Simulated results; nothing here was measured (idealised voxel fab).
Module name: voxel gate over fins (process module)
FYI the section here is cut, 225 nm wide, cells are 5 nm squares.
If you're reading a cross-section in this doc, picture square cells in a grid; it comes to you as bands, top ones listed first down to the bottom, and a band can be one or more rows of cells.
Top, bottom (nm), then materials left to right with widths (nm); lone material tagged "throughout" fills the whole band edge to edge; "blank" = empty space.
Heights from 0 (as-received wafer is one material below). Bottom band endless downward, as "top 0, no bottom".
Width spec "30->40" -> top row of cells at first value, bottom row at second value, equal per-row change in between.
Where the words "nothing different" appear for a step, the cross-section shows no cell changed by that step; every cell remained as before.
Reported under the label "Sealed internal voids" are the empty spaces having no open way to the top and comprising 8 cells or more; the notation for each is width x height at distance, in which the distance is measured from the left edge and all three values are in nm.
Formally, on a step line, whatever follows the settings is a remark that the simulator itself makes on the step.
For masked steps, "overlay nm" on the step line gives how far right of plan the mask actually lay; a minus sign means it lay to the left.
Reading key. Pairs: pre-step and post-step cross-section, one process step apart; post-step view only to lowest changed band. Step between + settings: beneath pair. Runs: pairs may be from different runs of this module, same starting wafer. Continuation from pair above: only where "Before this step" entry says.
## Before this step
* top 0, bottom -15 = Si 30, then blank 25, then Si 20, then blank 25, then Si 20, then blank 25, then Si 20, then blank 25, then Si 35
* top -15, bottom -35 = Si 30, then SiO2 25, then Si 20, then SiO2 25, then Si 20, then SiO2 25, then Si 20, then SiO2 25, then Si 35
* top -35, no bottom = Si throughout
* Sealed internal voids: none
## after
* top 5, bottom 0 = HfO2 35, then blank 15, then HfO2 30, then blank 15, then HfO2 30, then blank 15, then HfO2 30, then blank 15, then HfO2 40
* top 0, bottom -10 = Si 30, then HfO2 5, then blank 15, then HfO2 5, then Si 20, then HfO2 5, then blank 15, then HfO2 5, then Si 20, then HfO2 5, then blank 15, then HfO2 5, then Si 20, then HfO2 5, then blank 15, then HfO2 5, then Si 35
* top -10, bottom -15 = Si 30, then HfO2 25, then Si 20, then HfO2 25, then Si 20, then HfO2 25, then Si 20, then HfO2 25, then Si 35
* Heights below -15 show no change.
* Sealed internal voids: none
Between the cross-sections above, the step performed was CONFORMAL_DEP: material HfO2, thk nm 5
Before this step: as shown after the step in the preceding pair, directly above.
## after
* top 10, bottom 5 = TiN 40, then blank 5, then TiN 40, then blank 5, then TiN 40, then blank 5, then TiN 40, then blank 5, then TiN 45
* top 5, bottom 0 = HfO2 35, then TiN 5, then blank 5, then TiN 5, then HfO2 30, then TiN 5, then blank 5, then TiN 5, then HfO2 30, then TiN 5, then blank 5, then TiN 5, then HfO2 30, then TiN 5, then blank 5, then TiN 5, then HfO2 40
* top 0, bottom -5 = Si 30, then HfO2 5, then TiN 5, then blank 5, then TiN 5, then HfO2 5, then Si 20, then HfO2 5, then TiN 5, then blank 5, then TiN 5, then HfO2 5, then Si 20, then HfO2 5, then TiN 5, then blank 5, then TiN 5, then HfO2 5, then Si 20, then HfO2 5, then TiN 5, then blank 5, then TiN 5, then HfO2 5, then Si 35
* top -5, bottom -10 = Si 30, then HfO2 5, then TiN 15, then HfO2 5, then Si 20, then HfO2 5, then TiN 15, then HfO2 5, then Si 20, then HfO2 5, then TiN 15, then HfO2 5, then Si 20, then HfO2 5, then TiN 15, then HfO2 5, then Si 35
* Heights below -10 show no change.
* Sealed internal voids: none
Between the cross-sections above, the step performed was CONFORMAL_DEP: material TiN, thk nm 5
Before this step: as shown after the step in the preceding pair, directly above.
## after
* top 15, bottom 10 = TiAl throughout
* top 10, bottom 5 = TiN 40, then TiAl 5, then TiN 40, then TiAl 5, then TiN 40, then TiAl 5, then TiN 40, then TiAl 5, then TiN 45
* top 5, bottom 0 = HfO2 35, then TiN 5, then TiAl 5, then TiN 5, then HfO2 30, then TiN 5, then TiAl 5, then TiN 5, then HfO2 30, then TiN 5, then TiAl 5, then TiN 5, then HfO2 30, then TiN 5, then TiAl 5, then TiN 5, then HfO2 40
* top 0, bottom -5 = Si 30, then HfO2 5, then TiN 5, then TiAl 5, then TiN 5, then HfO2 5, then Si 20, then HfO2 5, then TiN 5, then TiAl 5, then TiN 5, then HfO2 5, then Si 20, then HfO2 5, then TiN 5, then TiAl 5, then TiN 5, then HfO2 5, then Si 20, then HfO2 5, then TiN 5, then TiAl 5, then TiN 5, then HfO2 5, then Si 35
* Heights below -5 show no change.
* Sealed internal voids: none
Between the cross-sections above, the step performed was CONFORMAL_DEP: material TiAl, thk nm 5
Before this step: as shown after the step in the preceding pair, directly above.
## after
* top 20, bottom 15 = TiN throughout
* Heights below 15 show no change.
* Sealed internal voids: none
Between the cross-sections above, the step performed was CONFORMAL_DEP: material TiN, thk nm 5
Before this step: as shown after the step in the preceding pair, directly above.
## after
* top 35, bottom 20 = W throughout
* Heights below 20 show no change.
* Sealed internal voids: none
Between the cross-sections above, the step performed was FILL_DEP: material W, thk nm 15
Before this step: as shown after the step in the preceding pair, directly above.
## after
* top 30, bottom 20 = W throughout
* Heights below 20 show no change.
* Sealed internal voids: none
Between the cross-sections above, the step performed was CMP: height nm 30
Before this step: as shown after the step in the preceding pair, directly above.
## after
* top 35, bottom 30 = SiCN throughout
* Heights below 30 show no change.
* Sealed internal voids: none
Between the cross-sections above, the step performed was CONFORMAL_DEP: material SiCN, thk nm 5
